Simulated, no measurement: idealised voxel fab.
Process module, titled voxel fin reveal
The width of the displayed cross-section, cut, is 230 nm; its cells are square, with a size of 5 nm.
Each cross-section below is a grid of square cells, stated as bands in top-down order, with one or more rows of cells making up each band.
Quick guide to a band line: top height, bottom height (nm) up front; then every material left to right with its width in nm. Only one material and it's marked "full width"? Then it fills the band edge to edge. And "air" just means empty space.
Measure heights from 0. That's the level where, below it, the as-received wafer is all one material. The lowest band is bottomless and extends downward; write it as in "0 down".
Graded width ("30 to 40"): value in top row of band = first number; value in bottom row = second number; row-to-row change constant.
"remains unaltered" -> step changed no cross-section cell.
Heads up: "Unvented voids" only lists the empty pockets with no open path to the top that are 8 cells or more, and it writes them as width x height at distance, distance from the left edge, in nm.
On a step's line, text after the settings is the simulator commenting on that step.
The setting "overlay nm" may be written on the line of a step. When the step uses a mask, the value reports how far to the right of the planned place the mask lay, and a negative value reports that it lay to the left.
Planned process steps:
1: RECEIVE (material Si)
2: CONFORMAL_DEP (material SiN; thk nm 5)
3: MASKED_ETCH (tone cover; mask id FINS; width nm 15; pitch nm 35; etch materials SiN; depth nm 5; overlay nm 0)
4: MASKED_ETCH (tone cover; mask id FINS; width nm 15; pitch nm 35; etch materials Si; depth nm 30; overlay nm 0)
5: OXIDIZE (depth nm 5)
6: FILL_DEP (material SiO2; thk nm 5)
7: CMP (height nm 5)
8: SELECTIVE_ETCH (etch materials SiO2; depth nm 25)
9: STRIP (etch materials SiN)
Incoming wafer, cross-sectional view, post step 1:
- 0 down: Si full width
- Unvented voids: none
Here's the wafer cut in cross-section after the module, started and planned just like above, except one thing was done wrong in the run:
- 0 to -20: air 95 nm  Si 10 nm  air 25 nm  Si 10 nm  air 90 nm
- -20 to -35: SiO2 95 nm  Si 10 nm  SiO2 25 nm  Si 10 nm  SiO2 90 nm
- -35 down: Si full width
- Unvented voids: none
So what did we get wrong on this run? step 3 deviated from plan and actually ran as MASKED_ETCH (tone cover; mask id FINS; width nm 20; pitch nm 35; etch materials SiN; depth nm 5; overlay nm 0)
